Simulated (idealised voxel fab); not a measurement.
process module | voxel self aligned vias
cross-section cut | 260 nm wide | cells 5 nm
A cross-section is a grid of square cells, given in bands from the top down. A band is one or more rows of cells.
Each band's line starts with the height of the band's top and of its bottom, in nm. Then come its materials from left to right, each with its width in nm. One material with "throughout" fills the band from edge to edge. "air" is empty space.
Height 0 is the level under which the wafer as received is all one material. The lowest band goes on downwards, as in "0 down".
A width such as "30 to 40" changes by the same amount from each row of cells to the next, from the band's top row to its bottom row.
"no change" after a step means that no cell of the cross-section changed.
closed voids: empty space of 8 cells or more with no open way to the top, each as width x height at its distance from the left edge, in nm
after a step's settings: what the simulator itself notes on the step
overlay nm, on a step with a mask: how far to the right of its planned place the mask lay; to the left if negative
plan
1 op RECEIVE | material Si
2 op CONFORMAL_DEP | material SiO2 | thk nm 10
3 op CONFORMAL_DEP | material SiCN | thk nm 5
4 op DIRECTIONAL_DEP | material lowk | thk nm 30
5 op MASKED_ETCH | tone open | mask id LINES | width nm 25 | pitch nm 60 | etch materials lowk | depth nm 30 | overlay nm 0
6 op CONFORMAL_DEP | material TiN | thk nm 5
7 op FILL_DEP | material Ru | thk nm 10
8 op CMP | height nm 45
9 op SELECTIVE_ETCH | etch materials W Ru TiN | depth nm 5
10 op FILL_DEP | material SiN | thk nm 5
11 op CMP | height nm 45
12 op DIRECTIONAL_DEP | material lowk | thk nm 15
13 op PATTERN | tone open | mask id VIAS | material resist | width nm 35 | pitch nm 60 | thk nm 15 | overlay nm 0
14 op DIRECTIONAL_ETCH | etch materials lowk | depth nm 15
15 op DIRECTIONAL_ETCH | etch materials SiN | depth nm 5
16 op STRIP | etch materials resist
17 op CONFORMAL_DEP | material TiN | thk nm 5
18 op FILL_DEP | material Cu | thk nm 10
19 op CMP | height nm 60
20 op CONFORMAL_DEP | material SiCN | thk nm 5
first wafer, as planned
as received, after step 1
  0 down: Si throughout
  closed voids: none
after step 2
  10 to 0: SiO2 throughout
  below 0: unchanged
after step 3
  15 to 10: SiCN throughout
  below 10: unchanged
after step 4
  45 to 15: lowk throughout
  below 15: unchanged
after step 5
  45 to 15: lowk 55 | air 25 | lowk 35 | air 25 | lowk 35 | air 25 | lowk 60
  below 15: unchanged
after step 6
  50 to 45: TiN 60 | air 15 | TiN 45 | air 15 | TiN 45 | air 15 | TiN 65
  45 to 20: lowk 55 | TiN 5 | air 15 | TiN 5 | lowk 35 | TiN 5 | air 15 | TiN 5 | lowk 35 | TiN 5 | air 15 | TiN 5 | lowk 60
  20 to 15: lowk 55 | TiN 25 | lowk 35 | TiN 25 | lowk 35 | TiN 25 | lowk 60
  below 15: unchanged
after step 7
  60 to 50: Ru throughout
  50 to 45: TiN 60 | Ru 15 | TiN 45 | Ru 15 | TiN 45 | Ru 15 | TiN 65
  45 to 20: lowk 55 | TiN 5 | Ru 15 | TiN 5 | lowk 35 | TiN 5 | Ru 15 | TiN 5 | lowk 35 | TiN 5 | Ru 15 | TiN 5 | lowk 60
  below 20: unchanged
after step 8
  45 to 20: lowk 55 | TiN 5 | Ru 15 | TiN 5 | lowk 35 | TiN 5 | Ru 15 | TiN 5 | lowk 35 | TiN 5 | Ru 15 | TiN 5 | lowk 60
  below 20: unchanged
after step 9
  45 to 40: lowk 55 | air 25 | lowk 35 | air 25 | lowk 35 | air 25 | lowk 60
  below 40: unchanged
after step 10
  50 to 45: SiN throughout
  45 to 40: lowk 55 | SiN 25 | lowk 35 | SiN 25 | lowk 35 | SiN 25 | lowk 60
  below 40: unchanged
after step 11
  45 to 40: lowk 55 | SiN 25 | lowk 35 | SiN 25 | lowk 35 | SiN 25 | lowk 60
  below 40: unchanged
after step 12
  60 to 45: lowk throughout
  below 45: unchanged
after step 13
  75 to 60: resist 50 | air 35 | resist 25 | air 35 | resist 25 | air 35 | resist 55
  below 60: unchanged
after step 14
  75 to 60: resist 50 | air 35 | resist 25 | air 35 | resist 25 | air 35 | resist 55
  60 to 45: lowk 50 | air 35 | lowk 25 | air 35 | lowk 25 | air 35 | lowk 55
  below 45: unchanged
after step 15
  75 to 60: resist 50 | air 35 | resist 25 | air 35 | resist 25 | air 35 | resist 55
  60 to 45: lowk 50 | air 35 | lowk 25 | air 35 | lowk 25 | air 35 | lowk 55
  45 to 40: lowk 55 | air 25 | lowk 35 | air 25 | lowk 35 | air 25 | lowk 60
  below 40: unchanged
after step 16
  60 to 45: lowk 50 | air 35 | lowk 25 | air 35 | lowk 25 | air 35 | lowk 55
  below 45: unchanged
after step 17
  65 to 60: TiN 55 | air 25 | TiN 35 | air 25 | TiN 35 | air 25 | TiN 60
  60 to 50: lowk 50 | TiN 5 | air 25 | TiN 5 | lowk 25 | TiN 5 | air 25 | TiN 5 | lowk 25 | TiN 5 | air 25 | TiN 5 | lowk 55
  50 to 45: lowk 50 | TiN 10 | air 15 | TiN 10 | lowk 25 | TiN 10 | air 15 | TiN 10 | lowk 25 | TiN 10 | air 15 | TiN 10 | lowk 55
  45 to 40: lowk 55 | TiN 25 | lowk 35 | TiN 25 | lowk 35 | TiN 25 | lowk 60
  below 40: unchanged
after step 18
  75 to 65: Cu throughout
  65 to 60: TiN 55 | Cu 25 | TiN 35 | Cu 25 | TiN 35 | Cu 25 | TiN 60
  60 to 50: lowk 50 | TiN 5 | Cu 25 | TiN 5 | lowk 25 | TiN 5 | Cu 25 | TiN 5 | lowk 25 | TiN 5 | Cu 25 | TiN 5 | lowk 55
  50 to 45: lowk 50 | TiN 10 | Cu 15 | TiN 10 | lowk 25 | TiN 10 | Cu 15 | TiN 10 | lowk 25 | TiN 10 | Cu 15 | TiN 10 | lowk 55
  below 45: unchanged
after step 19
  60 to 50: lowk 50 | TiN 5 | Cu 25 | TiN 5 | lowk 25 | TiN 5 | Cu 25 | TiN 5 | lowk 25 | TiN 5 | Cu 25 | TiN 5 | lowk 55
  below 50: unchanged
after step 20
  65 to 60: SiCN throughout
  below 60: unchanged
second wafer: like start, like plan, one mistake. Through step 12 it matches the first wafer
when step 13 should have ended
  75 to 60: resist 60 | air 35 | resist 25 | air 35 | resist 25 | air 35 | resist 45
  below 60: unchanged
when step 14 should have ended
  75 to 60: resist 60 | air 35 | resist 25 | air 35 | resist 25 | air 35 | resist 45
  60 to 45: lowk 60 | air 35 | lowk 25 | air 35 | lowk 25 | air 35 | lowk 45
  below 45: unchanged
when step 15 should have ended
  75 to 60: resist 60 | air 35 | resist 25 | air 35 | resist 25 | air 35 | resist 45
  60 to 45: lowk 60 | air 35 | lowk 25 | air 35 | lowk 25 | air 35 | lowk 45
  45 to 40: lowk 55 | SiN 5 | air 20 | lowk 35 | SiN 5 | air 20 | lowk 35 | SiN 5 | air 20 | lowk 60
  below 40: unchanged
when step 16 should have ended
  60 to 45: lowk 60 | air 35 | lowk 25 | air 35 | lowk 25 | air 35 | lowk 45
  below 45: unchanged
when step 17 should have ended
  65 to 60: TiN 65 | air 25 | TiN 35 | air 25 | TiN 35 | air 25 | TiN 50
  60 to 50: lowk 60 | TiN 5 | air 25 | TiN 5 | lowk 25 | TiN 5 | air 25 | TiN 5 | lowk 25 | TiN 5 | air 25 | TiN 5 | lowk 45
  50 to 45: lowk 60 | TiN 5 | air 10 | TiN 20 | lowk 25 | TiN 5 | air 10 | TiN 20 | lowk 25 | TiN 5 | air 10 | TiN 20 | lowk 45
  45 to 40: lowk 55 | SiN 5 | TiN 20 | lowk 35 | SiN 5 | TiN 20 | lowk 35 | SiN 5 | TiN 20 | lowk 60
  below 40: unchanged
when step 18 should have ended
  75 to 65: Cu throughout
  65 to 60: TiN 65 | Cu 25 | TiN 35 | Cu 25 | TiN 35 | Cu 25 | TiN 50
  60 to 50: lowk 60 | TiN 5 | Cu 25 | TiN 5 | lowk 25 | TiN 5 | Cu 25 | TiN 5 | lowk 25 | TiN 5 | Cu 25 | TiN 5 | lowk 45
  50 to 45: lowk 60 | TiN 5 | Cu 10 | TiN 20 | lowk 25 | TiN 5 | Cu 10 | TiN 20 | lowk 25 | TiN 5 | Cu 10 | TiN 20 | lowk 45
  below 45: unchanged
when step 19 should have ended
  60 to 50: lowk 60 | TiN 5 | Cu 25 | TiN 5 | lowk 25 | TiN 5 | Cu 25 | TiN 5 | lowk 25 | TiN 5 | Cu 25 | TiN 5 | lowk 45
  below 50: unchanged
when step 20 should have ended
  65 to 60: SiCN throughout
  below 60: unchanged
what went wrong: step 13 ran as: op PATTERN | tone open | mask id VIAS | material resist | width nm 35 | pitch nm 60 | thk nm 15 | overlay nm 10
at the end the second wafer has, in cells: 3 fewer of Cu | 3 more of SiN
